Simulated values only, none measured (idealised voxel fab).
Herein follows the process module entitled voxel local oxidation.
FYI the section here is cut, 260 nm wide, cells are 5 nm squares.
How to read a cross-section here: the picture is a grid of square cells, written as bands going from the top down, and any band can span one or more rows of cells.
Within each band entry, the heights of the top and of the bottom of the band appear first, in that order and in nm; the materials of the band then follow from left to right, each with its corresponding width in nm. The designation "all across" on a single material indicates that it fills the band from edge to edge; the designation "empty" indicates empty space.
Where do heights start? At 0: under that level the wafer as delivered is made of one material only. And the lowest band has no floor; it just carries on downward, as in "top 0, no bottom".
Width spec "30 to 40" -> top row of cells at first value, bottom row at second value, equal per-row change in between.
The designation "no change", where it is given for a processing step, indicates that no cell of the cross-section was altered in the course of that step.
What "closed voids" gives you is every empty space of 8 cells or more that is cut off from the top. Each appears as width x height at distance, with the distance taken from the left edge and width, height and distance all in nm.
Whatever follows a step's settings on its line is a remark the simulator itself makes about that step.
The line of a step may include "overlay nm". On a step with a mask, this value is how far to the right of its planned place the mask lay. A negative value means the mask lay to the left.
## Process steps - plan
1: RECEIVE,material Si
2: OXIDIZE,depth nm 5
3: CONFORMAL_DEP,material SiN,thk nm 15
4: PATTERN,tone cover,mask id ACTIVE,material resist,width nm 100,pitch nm 125,thk nm 20,overlay nm 0
5: DIRECTIONAL_ETCH,etch materials SiN,depth nm 15
6: STRIP,etch materials resist
7: SELECTIVE_ETCH,etch materials SiO2,depth nm 5
8: OXIDIZE,depth nm 15
9: STRIP,etch materials SiN
## Here's what the wafer looked like in cross-section when it arrived - that's after step 1
  top 0, no bottom | Si all across
  closed voids: none
## The first of the two wafers as seen in cross-section once the module was finished; processing followed the plan
  top 0, bottom -5 | empty 20, then SiO2 90, then empty 35, then SiO2 90, then empty 25
  top -5, bottom -20 | SiO2 35, then Si 60, then SiO2 65, then Si 60, then SiO2 40
  top -20, no bottom | Si all across
  closed voids: none
## Wafer two, end of module, cross-section. Same start, same plan as wafer one. One mistake in the run
  top 0, bottom -5 | empty 25, then SiO2 90, then empty 35, then SiO2 90, then empty 20
  top -5, bottom -20 | SiO2 40, then Si 60, then SiO2 65, then Si 60, then SiO2 35
  top -20, no bottom | Si all across
  closed voids: none
Misprocessing identified: step 4 was not run as planned; what actually ran was PATTERN,tone cover,mask id ACTIVE,material resist,width nm 100,pitch nm 125,thk nm 20,overlay nm 5
Heads up: at the end the two wafers have identical cell counts per material, they're just laid out differently.
